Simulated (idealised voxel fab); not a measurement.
You're looking at the process module voxel capacitor over wiring.
Shown is cross-section cut, with a width of 275 nm and square cells of size 5 nm.
Format of a cross-section: grid, square cells. Given as bands. Order: top down. Band: one or more rows of cells. The entry gives the band's vertical extent as a top height and a bottom height in nm, then its horizontal make-up as materials from left to right, each with a width in nm. "blank" stands for empty space; a single material marked "all across" fills the band edge to edge. A quick word on heights: they are counted from 0, and under that level the wafer as it came to us is one material throughout. The lowest band is different from the rest in having no bottom; it simply continues downward, written as in "0 -> down". Width "30 to 40": first value at the band's top row of cells, second value at its bottom row, equal change from row to row. Basically "remained unchanged" means that step didn't change any cell in the cross-section. Reported under the label "Fully closed voids" are the empty spaces having no open way to the top and comprising 8 cells or more; the notation for each is width x height at distance, in which the distance is measured from the left edge and all three values are in nm. Step line, after settings: the simulator's comment on this step. overlay nm: for a step with a mask, the amount by which the mask lay right of where it was planned; a negative amount means left of it.

[The planned process steps are enumerated hereunder]
1: RECEIVE [material Si]
2: CONFORMAL_DEP [material SiO2] [thk nm 10]
3: DIRECTIONAL_DEP [material TiN] [thk nm 5]
4: DIRECTIONAL_DEP [material W] [thk nm 20]
5: PATTERN [tone cover] [mask id METAL_1] [material resist] [width nm 30] [pitch nm 95] [thk nm 15] [overlay nm 0]
6: DIRECTIONAL_ETCH [etch materials W] [depth nm 20]
7: DIRECTIONAL_ETCH [etch materials TiN] [depth nm 5]
8: STRIP [etch materials resist]
9: FILL_DEP [material lowk] [thk nm 10]
10: CMP [height nm 35]
11: CONFORMAL_DEP [material SiCN] [thk nm 5]
12: DIRECTIONAL_DEP [material lowk] [thk nm 10]
13: DIRECTIONAL_DEP [material aC] [thk nm 15]
14: PATTERN [tone open] [mask id PLUG_1] [material resist] [width nm 15] [thk nm 35] [overlay nm 0]
15: DIRECTIONAL_ETCH [etch materials aC] [depth nm 15]
16: STRIP [etch materials resist]
17: DIRECTIONAL_ETCH [etch materials lowk] [depth nm 10]
18: DIRECTIONAL_ETCH [etch materials SiCN] [depth nm 5]
19: STRIP [etch materials aC]
20: EPI [material Ru] [thk nm 10]
21: EPI [material Ru] [thk nm 5]
22: DIRECTIONAL_DEP [material TiN] [thk nm 10]
23: DIRECTIONAL_DEP [material SiN] [thk nm 5]
24: DIRECTIONAL_DEP [material TiN] [thk nm 5]
25: MASKED_ETCH [tone cover] [mask id UPPER_PLATE] [width nm 70] [etch materials TiN] [depth nm 5] [overlay nm 0]
26: MASKED_ETCH [tone cover] [mask id UPPER_PLATE] [width nm 70] [etch materials SiN] [depth nm 5] [overlay nm 0]
27: MASKED_ETCH [tone cover] [mask id LOWER_PLATE] [width nm 80] [etch materials TiN] [depth nm 10] [overlay nm 0]
28: FILL_DEP [material SiO2] [thk nm 15]
29: CMP [height nm 80]
30: DIRECTIONAL_DEP [material aC] [thk nm 10]
31: PATTERN [tone open] [mask id PLUG_2] [material resist] [width nm 15] [thk nm 25] [overlay nm 0]
32: DIRECTIONAL_ETCH [etch materials aC] [depth nm 10]
33: STRIP [etch materials resist]
34: DIRECTIONAL_ETCH [etch materials SiO2] [depth nm 10]
35: STRIP [etch materials aC]
36: CONFORMAL_DEP [material TiN] [thk nm 5]
37: FILL_DEP [material Cu] [thk nm 10]
38: CMP [height nm 80]
39: CONFORMAL_DEP [material SiCN] [thk nm 5]

[First of two wafers - as planned]

[Wafer cross-section on receipt, i.e. after step 1]
	0 -> down | Si all across
	Fully closed voids: none

[After step 2, in cross-section]
	10 -> 0 | SiO2 all across
	Below 0, the layers are the same as they were.

[After step 3, in cross-section]
	15 -> 10 | TiN all across
	Below 10, the layers are the same as they were.

[After step 4, in cross-section]
	35 -> 15 | W all across
	Below 15, the layers are the same as they were.

[After step 5, in cross-section]
	50 -> 35 | blank=75  resist=30  blank=65  resist=30  blank=75
	Below 35, the layers are the same as they were.

[After step 6, in cross-section]
	50 -> 35 | blank=75  resist=30  blank=65  resist=30  blank=75
	35 -> 15 | blank=75  W=30  blank=65  W=30  blank=75
	Below 15, the layers are the same as they were.

[After step 7, in cross-section]
	50 -> 35 | blank=75  resist=30  blank=65  resist=30  blank=75
	35 -> 15 | blank=75  W=30  blank=65  W=30  blank=75
	15 -> 10 | blank=75  TiN=30  blank=65  TiN=30  blank=75
	Below 10, the layers are the same as they were.

[After step 8, in cross-section]
	35 -> 15 | blank=75  W=30  blank=65  W=30  blank=75
	Below 15, the layers are the same as they were.

[After step 9, in cross-section]
	45 -> 35 | lowk all across
	35 -> 15 | lowk=75  W=30  lowk=65  W=30  lowk=75
	15 -> 10 | lowk=75  TiN=30  lowk=65  TiN=30  lowk=75
	Below 10, the layers are the same as they were.

[After step 10, in cross-section]
	35 -> 15 | lowk=75  W=30  lowk=65  W=30  lowk=75
	Below 15, the layers are the same as they were.

[After step 11, in cross-section]
	40 -> 35 | SiCN all across
	Below 35, the layers are the same as they were.

[After step 12, in cross-section]
	50 -> 40 | lowk all across
	Below 40, the layers are the same as they were.

[After step 13, in cross-section]
	65 -> 50 | aC all across
	Below 50, the layers are the same as they were.

[After step 14, in cross-section]
	100 -> 65 | resist=90  blank=15  resist=170
	Below 65, the layers are the same as they were.

[After step 15, in cross-section]
	85 -> 65 | resist=90  blank=15  resist=170
	65 -> 50 | aC=90  blank=15  aC=170
	Below 50, the layers are the same as they were.

[After step 16, in cross-section]
	65 -> 50 | aC=90  blank=15  aC=170
	Below 50, the layers are the same as they were.

[After step 17, in cross-section]
	65 -> 50 | aC=90  blank=15  aC=170
	50 -> 40 | lowk=90  blank=15  lowk=170
	Below 40, the layers are the same as they were.

[After step 18, in cross-section]
	65 -> 50 | aC=90  blank=15  aC=170
	50 -> 40 | lowk=90  blank=15  lowk=170
	40 -> 35 | SiCN=90  blank=15  SiCN=170
	Below 35, the layers are the same as they were.

[After step 19, in cross-section]
	50 -> 40 | lowk=90  blank=15  lowk=170
	Below 40, the layers are the same as they were.

[After step 20, in cross-section]
	50 -> 45 | lowk=90  blank=15  lowk=170
	45 -> 40 | lowk=90  Ru=15  lowk=170
	40 -> 35 | SiCN=90  Ru=15  SiCN=170
	Below 35, the layers are the same as they were.

[After step 21, in cross-section]
	50 -> 40 | lowk=90  Ru=15  lowk=170
	Below 40, the layers are the same as they were.

[After step 22, in cross-section]
	60 -> 50 | TiN all across
	Below 50, the layers are the same as they were.

[After step 23, in cross-section]
	65 -> 60 | SiN all across
	Below 60, the layers are the same as they were.

[After step 24, in cross-section]
	70 -> 65 | TiN all across
	Below 65, the layers are the same as they were.

[After step 25, in cross-section]
	70 -> 65 | blank=90  TiN=70  blank=115
	Below 65, the layers are the same as they were.

[After step 26, in cross-section]
	70 -> 65 | blank=90  TiN=70  blank=115
	65 -> 60 | blank=90  SiN=70  blank=115
	Below 60, the layers are the same as they were.

[After step 27, in cross-section]
	70 -> 65 | blank=90  TiN=70  blank=115
	65 -> 60 | blank=90  SiN=70  blank=115
	60 -> 50 | blank=85  TiN=80  blank=110
	Below 50, the layers are the same as they were.

[After step 28, in cross-section]
	85 -> 70 | SiO2 all across
	70 -> 65 | SiO2=90  TiN=70  SiO2=115
	65 -> 60 | SiO2=90  SiN=70  SiO2=115
	60 -> 50 | SiO2=85  TiN=80  SiO2=110
	Below 50, the layers are the same as they were.

[After step 29, in cross-section]
	80 -> 70 | SiO2 all across
	Below 70, the layers are the same as they were.

[After step 30, in cross-section]
	90 -> 80 | aC all across
	Below 80, the layers are the same as they were.

[After step 31, in cross-section]
	115 -> 90 | resist=100  blank=15  resist=160
	Below 90, the layers are the same as they were.

[After step 32, in cross-section]
	105 -> 90 | resist=100  blank=15  resist=160
	90 -> 80 | aC=100  blank=15  aC=160
	Below 80, the layers are the same as they were.

[After step 33, in cross-section]
	90 -> 80 | aC=100  blank=15  aC=160
	Below 80, the layers are the same as they were.

[After step 34, in cross-section]
	90 -> 80 | aC=100  blank=15  aC=160
	80 -> 70 | SiO2=100  blank=15  SiO2=160
	Below 70, the layers are the same as they were.

[After step 35, in cross-section]
	80 -> 70 | SiO2=100  blank=15  SiO2=160
	Below 70, the layers are the same as they were.

[After step 36, in cross-section]
	85 -> 80 | TiN=105  blank=5  TiN=165
	80 -> 75 | SiO2=100  TiN=5  blank=5  TiN=5  SiO2=160
	75 -> 65 | SiO2=100 to 90  TiN=15 to 70  SiO2=160 to 115
	Below 65, the layers are the same as they were.

[After step 37, in cross-section]
	95 -> 85 | Cu all across
	85 -> 80 | TiN=105  Cu=5  TiN=165
	80 -> 75 | SiO2=100  TiN=5  Cu=5  TiN=5  SiO2=160
	Below 75, the layers are the same as they were.

[After step 38, in cross-section]
	80 -> 75 | SiO2=100  TiN=5  Cu=5  TiN=5  SiO2=160
	Below 75, the layers are the same as they were.

[After step 39, in cross-section]
	85 -> 80 | SiCN all across
	Below 80, the layers are the same as they were.

[The second wafer: identical to the first at the outset and in its planned sequence, differing only in that one mistake was made during processing; up to and including step 37, its path is the first wafer's path]

[The second wafer cut through, at the time step 38 was supposed to be finished]
	90 -> 85 | Cu all across
	Below 85, the layers are the same as they were.

[The second wafer cut through, at the time step 39 was supposed to be finished]
	95 -> 90 | SiCN all across
	Below 90, the layers are the same as they were.
Against the plan, the run slipped here: step 38 did not happen as planned, as run it was CMP [height nm 90]
Final difference in cells, second wafer against first, listed per material as more or fewer: Cu: 56 more | TiN: 54 more
